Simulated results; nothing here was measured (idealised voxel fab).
The name of this process module is voxel tone inversion.
FYI the section here is cut, 240 nm wide, cells are 5 nm squares.
Think of the cross-section as a grid of square cells. We describe it in bands, top to bottom, and each band covers one or more rows of those cells. Within each band entry, the heights of the top and of the bottom of the band appear first, in that order and in nm; the materials of the band then follow from left to right, each with its corresponding width in nm. The designation "edge to edge" on a single material indicates that it fills the band from edge to edge; the designation "empty" indicates empty space. For the purposes of this specification, 0 denotes the height below which the wafer in its as-received condition is composed wholly of one material, and the lowermost band, lacking a lower limit, extends downward without end, as expressed in "top 0, no bottom". It should be noted that a width expressed as "30->40" varies in equal increments from row to row of cells within the band, taking the value of the first number at the top row and that of the second number at the bottom row. "no alterations made" after a step means that no cell of the cross-section changed. "Closed empty spaces": empty spaces of 8 cells or more with no open way to the top, each given as width x height at distance, distance from the left edge, all in nm. after a step's settings: what the simulator itself notes on the step. The "overlay nm" setting may appear on a step's line; for a step that uses a mask, it gives how far to the right of its planned position the mask lay, and a negative value indicates the left.
The following list gives the planned process steps:
1: RECEIVE, material Si
2: CONFORMAL_DEP, material SiN, thk nm 5
3: DIRECTIONAL_DEP, material aC, thk nm 20
4: PATTERN, tone cover, mask id POSTS, material resist, width nm 15, pitch nm 45, thk nm 30, overlay nm 0
5: DIRECTIONAL_ETCH, etch materials aC, depth nm 20
6: STRIP, etch materials resist
7: FILL_DEP, material SiO2, thk nm 5
8: CMP, height nm 25
9: STRIP, etch materials aC
10: CONFORMAL_DEP, material TiN, thk nm 5
11: FILL_DEP, material Ru, thk nm 5
12: CMP, height nm 25
13: CONFORMAL_DEP, material SiN, thk nm 5
As-received wafer cross-section (after step 1):
> top 0, no bottom: Si edge to edge
> Closed empty spaces: none
Cross-section, first of two wafers, end of module, run as planned:
> top 30, bottom 25: SiN edge to edge
> top 25, bottom 10: SiO2 45 nm  TiN 5 nm  Ru 5 nm  TiN 5 nm  SiO2 30 nm  TiN 5 nm  Ru 5 nm  TiN 5 nm  SiO2 30 nm  TiN 5 nm  Ru 5 nm  TiN 5 nm  SiO2 30 nm  TiN 5 nm  Ru 5 nm  TiN 5 nm  SiO2 45 nm
> top 10, bottom 5: SiO2 45 nm  TiN 15 nm  SiO2 30 nm  TiN 15 nm  SiO2 30 nm  TiN 15 nm  SiO2 30 nm  TiN 15 nm  SiO2 45 nm
> top 5, bottom 0: SiN edge to edge
> top 0, no bottom: Si edge to edge
> Closed empty spaces: none
End of module, second wafer, cross-section. Started like the first, planned like the first, run with one mistake:
> top 30, bottom 20: SiN edge to edge
> top 20, bottom 0: aC edge to edge
> top 0, no bottom: Si edge to edge
> Closed empty spaces: none
Nonconformance to the process plan: steps 2 and 3 traded places in the executed sequence
In the final state, the cell counts of the second wafer exceed or fall short of those of the first for the following materials: Ru -12; SiO2 -144; TiN -36; aC +192
